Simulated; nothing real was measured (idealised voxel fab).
Process module heading - voxel fin reveal
Cross-sectional view cut (width: 190 nm; square cell size: 5 nm).
Cross-section spec: square-cell grid; bands listed top down; each band is one or more rows. Top, bottom (nm), then materials left to right with widths (nm); lone material tagged "all across" fills the whole band edge to edge; "air" = empty space. Height datum 0, below which the as-received substrate wafer is one material. Lowest band open at the bottom, running downward: "z 0 and below". It should be noted that a width expressed as "30 to 40" varies in equal increments from row to row of cells within the band, taking the value of the first number at the top row and that of the second number at the bottom row. No cell of the cross-section changed in a step that is given as "remained the same". You'll see "Closed void register" listing empty spaces that have no way open to the top, as long as they're 8 cells or more; the notation is width x height at distance, where the distance is from the left edge, and all of it is in nm. It should be noted that, on the line of a given step, the content following the step's settings is a remark produced by the simulator itself with respect to that step. "overlay nm" on a masked step: distance the mask lay right of its planned place, negative for left.

### The steps planned for the process are as follows
step 1: RECEIVE,material Si
step 2: CONFORMAL_DEP,material SiN,thk nm 5
step 3: MASKED_ETCH,tone cover,mask id FINS,width nm 15,pitch nm 40,etch materials SiN,depth nm 5,overlay nm 0
step 4: MASKED_ETCH,tone cover,mask id FINS,width nm 15,pitch nm 40,etch materials Si,depth nm 35,overlay nm 0
step 5: OXIDIZE,depth nm 5
step 6: FILL_DEP,material SiO2,thk nm 15
step 7: CMP,height nm 5
step 8: SELECTIVE_ETCH,etch materials SiO2,depth nm 15
step 9: STRIP,etch materials SiN

### first wafer, as planned

### Here's what the wafer looked like in cross-section when it arrived - that's after step 1
	z 0 and below  Si all across
	Closed void register: none

### after step 2
	z 5 to 0  SiN all across
	Note: structure below 0 unchanged.

### after step 3
	z 5 to 0  air (25) / SiN (15) / air (25) / SiN (15) / air (25) / SiN (15) / air (25) / SiN (15) / air (30)
	Note: structure below 0 unchanged.

### after step 4
	z 5 to 0  air (25) / SiN (15) / air (25) / SiN (15) / air (25) / SiN (15) / air (25) / SiN (15) / air (30)
	z 0 to -35  air (25) / Si (15) / air (25) / Si (15) / air (25) / Si (15) / air (25) / Si (15) / air (30)
	Note: structure below -35 unchanged.

### after step 5
	z 5 to 0  air (25) / SiN (15) / air (25) / SiN (15) / air (25) / SiN (15) / air (25) / SiN (15) / air (30)
	z 0 to -35  air (25) / SiO2 (5) / Si (5) / SiO2 (5) / air (25) / SiO2 (5) / Si (5) / SiO2 (5) / air (25) / SiO2 (5) / Si (5) / SiO2 (5) / air (25) / SiO2 (5) / Si (5) / SiO2 (5) / air (30)
	z -35 to -40  SiO2 (30) / Si (5) / SiO2 (35) / Si (5) / SiO2 (35) / Si (5) / SiO2 (35) / Si (5) / SiO2 (35)
	Note: structure below -40 unchanged.

### after step 6
	z 20 to 5  SiO2 all across
	z 5 to 0  SiO2 (25) / SiN (15) / SiO2 (25) / SiN (15) / SiO2 (25) / SiN (15) / SiO2 (25) / SiN (15) / SiO2 (30)
	z 0 to -40  SiO2 (30) / Si (5) / SiO2 (35) / Si (5) / SiO2 (35) / Si (5) / SiO2 (35) / Si (5) / SiO2 (35)
	Note: structure below -40 unchanged.

### after step 7
	z 5 to 0  SiO2 (25) / SiN (15) / SiO2 (25) / SiN (15) / SiO2 (25) / SiN (15) / SiO2 (25) / SiN (15) / SiO2 (30)
	Note: structure below 0 unchanged.

### after step 8
	z 5 to 0  air (25) / SiN (15) / air (25) / SiN (15) / air (25) / SiN (15) / air (25) / SiN (15) / air (30)
	z 0 to -10  air (30) / Si (5) / air (35) / Si (5) / air (35) / Si (5) / air (35) / Si (5) / air (35)
	Note: structure below -10 unchanged.

### after step 9
	z 0 to -10  air (30) / Si (5) / air (35) / Si (5) / air (35) / Si (5) / air (35) / Si (5) / air (35)
	Note: structure below -10 unchanged.

### second wafer: like start, like plan, one mistake. Through step 1 it matches the first wafer

Cross-section of the second wafer corresponding to the planned conclusion of step 2: remained the same

Cross-section of the second wafer corresponding to the planned conclusion of step 3: remained the same

### Cross-section of the second wafer corresponding to the planned conclusion of step 4
	z 0 to -35  air (25) / Si (15) / air (25) / Si (15) / air (25) / Si (15) / air (25) / Si (15) / air (30)
	Note: structure below -35 unchanged.

### Cross-section of the second wafer corresponding to the planned conclusion of step 5
	z 0 to -5  air (25) / SiO2 (15) / air (25) / SiO2 (15) / air (25) / SiO2 (15) / air (25) / SiO2 (15) / air (30)
	z -5 to -35  air (25) / SiO2 (5) / Si (5) / SiO2 (5) / air (25) / SiO2 (5) / Si (5) / SiO2 (5) / air (25) / SiO2 (5) / Si (5) / SiO2 (5) / air (25) / SiO2 (5) / Si (5) / SiO2 (5) / air (30)
	z -35 to -40  SiO2 (30) / Si (5) / SiO2 (35) / Si (5) / SiO2 (35) / Si (5) / SiO2 (35) / Si (5) / SiO2 (35)
	Note: structure below -40 unchanged.

### Cross-section of the second wafer corresponding to the planned conclusion of step 6
	z 15 to -5  SiO2 all across
	z -5 to -40  SiO2 (30) / Si (5) / SiO2 (35) / Si (5) / SiO2 (35) / Si (5) / SiO2 (35) / Si (5) / SiO2 (35)
	Note: structure below -40 unchanged.

### Cross-section of the second wafer corresponding to the planned conclusion of step 7
	z 5 to -5  SiO2 all across
	Note: structure below -5 unchanged.

### Cross-section of the second wafer corresponding to the planned conclusion of step 8
	z -5 to -10  air (30) / Si (5) / air (35) / Si (5) / air (35) / Si (5) / air (35) / Si (5) / air (35)
	Note: structure below -10 unchanged.

Cross-section of the second wafer corresponding to the planned conclusion of step 9: remained the same
Error vs. plan: step 2 of the plan: omitted, not performed
The closing comparison, in cells, has the second wafer with more or fewer of some materials than the first: 4 fewer of Si
